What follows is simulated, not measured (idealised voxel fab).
Herein follows the process module entitled voxel ribs on slabs.
The figure presents cross-section cut, which has a width of 240 nm and is divided into square cells with an edge length of 5 nm.
Each cross-section below is a grid of square cells, stated as bands in top-down order, with one or more rows of cells making up each band. What a band's entry tells you: where the top is and where the bottom is, as heights in nm, and after that what lies inside, material by material from left to right, each with its width in nm. Empty space is written as the word "empty", and a single material marked with the word "full width" occupies the band from edge to edge. Where do heights start? At 0: under that level the wafer as delivered is made of one material only. And the lowest band has no floor; it just carries on downward, as in "top 0, no bottom". Think of "30..40" as a width that walks from the first number to the second as you go down the band, top row to bottom row, taking equal-sized steps from row to row. "no modifications", as given for a step, is the statement that not any cell of the cross-section underwent a change during that step. Each empty space that has no open way to the top and spans at least 8 cells appears under "Enclosed void listing" as width x height at distance, the distance counted from the left edge, all in nm. Step line, after settings: the simulator's comment on this step. Among the settings permitted on a step's line is "overlay nm"; applied to a step with a mask, it specifies the extent to which the mask lay to the right of its planned position, whereas a negative figure signifies a position to the left.
**The following list gives the planned process steps**
step 1: op RECEIVE | material Si
step 2: op DIRECTIONAL_DEP | material SiO2 | thk nm 20
step 3: op DIRECTIONAL_DEP | material SiN | thk nm 20
step 4: op DIRECTIONAL_DEP | material aC | thk nm 10
step 5: op PATTERN | tone cover | mask id RIB | material resist | width nm 30 | thk nm 30 | overlay nm 0
step 6: op DIRECTIONAL_ETCH | etch materials aC | depth nm 10
step 7: op STRIP | etch materials resist
step 8: op DIRECTIONAL_ETCH | etch materials SiN | depth nm 15
step 9: op STRIP | etch materials aC
step 10: op MASKED_ETCH | tone cover | mask id SLAB | width nm 60 | etch materials SiN | depth nm 5 | overlay nm 0
step 11: op FILL_DEP | material SiO2 | thk nm 15
step 12: op CMP | height nm 50
step 13: op DIRECTIONAL_DEP | material W | thk nm 5
step 14: op MASKED_ETCH | tone cover | mask id HEATER | width nm 40 | etch materials W | depth nm 5 | overlay nm 0
step 15: op CONFORMAL_DEP | material SiN | thk nm 10
**Cross-section of the wafer as it came to us, i.e., already through step 1**
top 0, no bottom  Si full width
Enclosed void listing: none
**End-of-module cross-section of the first of two wafers, processed as planned**
top 65, bottom 60  90 empty / 60 SiN / 90 empty
top 60, bottom 55  SiN full width
top 55, bottom 50  100 SiN / 40 W / 100 SiN
top 50, bottom 40  SiO2 full width
top 40, bottom 25  105 SiO2 / 30 SiN / 105 SiO2
top 25, bottom 20  90 SiO2 / 60 SiN / 90 SiO2
top 20, bottom 0  SiO2 full width
top 0, no bottom  Si full width
Enclosed void listing: none
**Cross-sectional image of the second wafer of the two following completion of the module. Starting state and process plan were the same as for the first wafer; one execution error occurred**
top 65, bottom 60  90 empty / 60 SiN / 90 empty
top 60, bottom 55  SiN full width
top 55, bottom 50  100 SiN / 40 W / 100 SiN
top 50, bottom 40  SiO2 full width
top 40, bottom 35  90 SiO2 / 15 SiN / 30 SiO2 / 15 SiN / 90 SiO2
top 35, bottom 25  105 SiN / 30 SiO2 / 105 SiN
top 25, bottom 20  SiN full width
top 20, bottom 0  SiO2 full width
top 0, no bottom  Si full width
Enclosed void listing: none
It is concluded that the wafer was processed incorrectly with respect to the plan, in that so step 5 ended up running with a different setting than we planned, it ran as op PATTERN | tone open | mask id RIB | material resist | width nm 30 | thk nm 30 | overlay nm 0
at the end the second wafer has, in cells: +108 SiN; -108 SiO2
